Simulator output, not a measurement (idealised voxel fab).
Process module name: voxel released beams
Shown is cross-section cut, with a width of 225 nm and square cells of size 5 nm.
We lay out every cross-section as a grid of square cells and spell it out in bands from the top down, where one band means one or more rows of cells.
The band entry comprises the height of the band's top followed by the height of its bottom, expressed in nm, and subsequently the band's materials from left to right, each stated together with its width in nm. Where a single material is marked with the word "everywhere", that material fills the band from edge to edge. The word "air" represents empty space.
Heads up on the height convention: 0 is the point under which the incoming wafer is all one material, and the lowest band has no bottom, it just keeps going down, like "top 0, no bottom".
Width spec "30 to 40" -> top row of cells at first value, bottom row at second value, equal per-row change in between.
It should be understood that the words "remained the same", when stated for a given step, signify that the cross-section underwent no change in any of its cells during that step.
"Voids, fully enclosed": sealed empty spaces, 8 cells or more, no open way to top, listed width x height at distance, with distance from the left edge and width, height and distance in nm.
It should be noted that, on the line of a given step, the content following the step's settings is a remark produced by the simulator itself with respect to that step.
Regarding "overlay nm": on a step with a mask, it is the distance the mask lay to the right of its planned place; a negative value places it to the left.

Plan:
1. RECEIVE, material Si
2. CONFORMAL_DEP, material Al2O3, thk nm 5
3. DIRECTIONAL_DEP, material SiO2, thk nm 15
4. MASKED_ETCH, tone open, mask id ANCHOR, width nm 35, etch materials SiO2, depth nm 15, overlay nm 0
5. CONFORMAL_DEP, material SiN, thk nm 10
6. MASKED_ETCH, tone cover, mask id BEAM, width nm 100, etch materials SiN, depth nm 10, overlay nm 0
7. STRIP, etch materials SiO2

Received-state cross-section, reflecting completion of step 1:
  top 0, no bottom = Si everywhere
  Voids, fully enclosed: none

Module complete - cross-section of the first of two wafers, run according to plan:
  top 30, bottom 20 = air 60; SiN 15; air 15; SiN 70; air 65
  top 20, bottom 15 = air 65; SiN 10; air 15; SiN 10; air 125
  top 15, bottom 5 = air 65; SiN 35; air 125
  top 5, bottom 0 = Al2O3 everywhere
  top 0, no bottom = Si everywhere
  Voids, fully enclosed: none

Cross-sectional view: second of two wafers, end of module; start and plan identical to the first, one mistake in running:
  top 30, bottom 20 = air 60; SiN 50; air 115
  top 20, bottom 15 = air 55; SiN 10; SiO2 35; SiN 10; air 115
  top 15, bottom 5 = air 55; SiN 10; SiO2 35; SiN 60; air 65
  top 5, bottom 0 = Al2O3 everywhere
  top 0, no bottom = Si everywhere
  Voids, fully enclosed: none
Which mistake was made when the wafer was run? off-plan run, step 4, actual operation and settings MASKED_ETCH, tone cover, mask id ANCHOR, width nm 35, etch materials SiO2, depth nm 15, overlay nm 0
Looking at both finished wafers in cells, the second ends up ahead of or behind the first on some materials: +21 SiO2
